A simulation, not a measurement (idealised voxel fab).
Presented below is a process module, voxel capacitor over wiring.
We display cut, a cross-section 160 nm in width whose square cells are each 5 nm.
Notation: cross-section as square-cell grid; stated in bands, top first, going down; one or more cell rows per band.
First you get the band's top height and its bottom height, in nm, and then the materials it's made of, left to right, with each width in nm. If you see a single material with "full width", that one covers the band edge to edge. "air" is empty space.
Height datum 0, below which the as-received substrate wafer is one material. Lowest band open at the bottom, running downward: "from 0 down".
It should be noted that a width expressed as "30..40" varies in equal increments from row to row of cells within the band, taking the value of the first number at the top row and that of the second number at the bottom row.
Reading "no modification" for a step: not a cell of the cross-section changed in it.
Empty spaces counting at least 8 cells and having no open way to the top are listed in "Sealed internal cavities". The notation width x height at distance is used for each, the distance being from the left edge and all three values in nm.
Note: text after step settings on the step line = simulator remark on that step.
What "overlay nm" on a step's line means: if the step has a mask, that mask lay this far to the right of its planned place, or, when the value is negative, to the left.
The planned process steps are enumerated hereunder:
1. RECEIVE (material Si)
2. CONFORMAL_DEP (material SiO2; thk nm 15)
3. CONFORMAL_DEP (material SiCN; thk nm 5)
4. DIRECTIONAL_DEP (material SiO2; thk nm 20)
5. DIRECTIONAL_DEP (material aC; thk nm 15)
6. PATTERN (tone open; mask id METAL_1; material resist; width nm 20; pitch nm 70; thk nm 35; overlay nm 0)
7. DIRECTIONAL_ETCH (etch materials aC; depth nm 15)
8. STRIP (etch materials resist)
9. DIRECTIONAL_ETCH (etch materials SiO2; depth nm 20)
10. DIRECTIONAL_ETCH (etch materials SiCN; depth nm 5)
11. STRIP (etch materials aC)
12. CONFORMAL_DEP (material TiN; thk nm 5)
13. FILL_DEP (material Cu; thk nm 5)
14. CMP (height nm 40)
15. EPI (material Ru; thk nm 5)
16. FILL_DEP (material SiCN; thk nm 5)
17. DIRECTIONAL_DEP (material lowk; thk nm 10)
18. PATTERN (tone open; mask id PLUG_1; material resist; width nm 15; thk nm 20; overlay nm 0)
19. DIRECTIONAL_ETCH (etch materials lowk; depth nm 10)
20. DIRECTIONAL_ETCH (etch materials SiCN; depth nm 5)
21. STRIP (etch materials resist)
22. CONFORMAL_DEP (material TiN; thk nm 5)
23. FILL_DEP (material W; thk nm 5)
24. CMP (height nm 60)
25. DIRECTIONAL_DEP (material TiN; thk nm 5)
26. DIRECTIONAL_DEP (material SiN; thk nm 5)
27. DIRECTIONAL_DEP (material TiN; thk nm 10)
28. DIRECTIONAL_DEP (material aC; thk nm 15)
29. PATTERN (tone cover; mask id UPPER_PLATE; material resist; width nm 55; thk nm 35; overlay nm 0)
30. DIRECTIONAL_ETCH (etch materials aC; depth nm 15)
31. STRIP (etch materials resist)
32. DIRECTIONAL_ETCH (etch materials TiN; depth nm 10)
33. DIRECTIONAL_ETCH (etch materials SiN; depth nm 5)
34. STRIP (etch materials aC)
35. PATTERN (tone cover; mask id LOWER_PLATE; material resist; width nm 65; thk nm 20; overlay nm 0)
36. DIRECTIONAL_ETCH (etch materials TiN; depth nm 5)
37. STRIP (etch materials resist)
38. FILL_DEP (material SiO2; thk nm 15)
39. CMP (height nm 90)
40. MASKED_ETCH (tone open; mask id PLUG_2; width nm 15; etch materials SiO2; depth nm 10; overlay nm -15)
41. CONFORMAL_DEP (material TiN; thk nm 5)
42. FILL_DEP (material Cu; thk nm 10)
43. CMP (height nm 90)
44. CONFORMAL_DEP (material SiN; thk nm 5)
Wafer-to-wafer difference: overlay nm, step 40. Common start. Plan = first wafer's value.
Cross-section of the first of several wafers as received (after step 1):
  from 0 down: Si full width
  Sealed internal cavities: none
End of module: cross-section of the first of several wafers after step 44, the last step:
  from 95 to 90: SiN full width
  from 90 to 85: SiO2=35, TiN=5, Cu=5, TiN=5, SiO2=110
  from 85 to 80: SiO2=35, TiN=15, SiO2=110
  from 80 to 70: SiO2=40, TiN=55, SiO2=65
  from 70 to 65: SiO2=40, SiN=55, SiO2=65
  from 65 to 60: SiO2=35, TiN=65, SiO2=60
  from 60 to 50: lowk=40, TiN=5, W=5, TiN=5, lowk=105
  from 50 to 45: SiCN=40, TiN=15, SiCN=105
  from 45 to 40: SiCN=30, Ru=30, SiCN=40, Ru=30, SiCN=30
  from 40 to 20: SiO2=35, TiN=5, Cu=10, TiN=5, SiO2=50, TiN=5, Cu=10, TiN=5, SiO2=35
  from 20 to 15: SiCN=35, TiN=20, SiCN=50, TiN=20, SiCN=35
  from 15 to 0: SiO2 full width
  from 0 down: Si full width
  Sealed internal cavities: none
Here's the last wafer cross-sectioned at the end of the module:
  from 95 to 90: SiN full width
  from 90 to 85: SiO2=65, TiN=5, Cu=5, TiN=5, SiO2=80
  from 85 to 80: SiO2=65, TiN=15, SiO2=80
  from 80 to 70: SiO2=40, TiN=55, SiO2=65
  from 70 to 65: SiO2=40, SiN=55, SiO2=65
  from 65 to 60: SiO2=35, TiN=65, SiO2=60
  from 60 to 50: lowk=40, TiN=5, W=5, TiN=5, lowk=105
  from 50 to 45: SiCN=40, TiN=15, SiCN=105
  from 45 to 40: SiCN=30, Ru=30, SiCN=40, Ru=30, SiCN=30
  from 40 to 20: SiO2=35, TiN=5, Cu=10, TiN=5, SiO2=50, TiN=5, Cu=10, TiN=5, SiO2=35
  from 20 to 15: SiCN=35, TiN=20, SiCN=50, TiN=20, SiCN=35
  from 15 to 0: SiO2 full width
  from 0 down: Si full width
  Sealed internal cavities: none
Rows = wafers. At module end, each row lists per material the cells gained (+) or lost (-) since the wafer was received, then the closed voids:
overlay nm -15, +17 Cu, +12 Ru, +73 SiCN, +43 SiN, +332 SiO2, +71 TiN, +2 W, +58 lowk, Sealed internal cavities: none
overlay nm -10, +17 Cu, +12 Ru, +73 SiCN, +43 SiN, +332 SiO2, +71 TiN, +2 W, +58 lowk, Sealed internal cavities: none
overlay nm -5, +17 Cu, +12 Ru, +73 SiCN, +43 SiN, +332 SiO2, +71 TiN, +2 W, +58 lowk, Sealed internal cavities: none
overlay nm 0, +17 Cu, +12 Ru, +73 SiCN, +43 SiN, +332 SiO2, +71 TiN, +2 W, +58 lowk, Sealed internal cavities: none
overlay nm 5, +17 Cu, +12 Ru, +73 SiCN, +43 SiN, +332 SiO2, +71 TiN, +2 W, +58 lowk, Sealed internal cavities: none
overlay nm 10, +17 Cu, +12 Ru, +73 SiCN, +43 SiN, +332 SiO2, +71 TiN, +2 W, +58 lowk, Sealed internal cavities: none
overlay nm 15, +17 Cu, +12 Ru, +73 SiCN, +43 SiN, +332 SiO2, +71 TiN, +2 W, +58 lowk, Sealed internal cavities: none
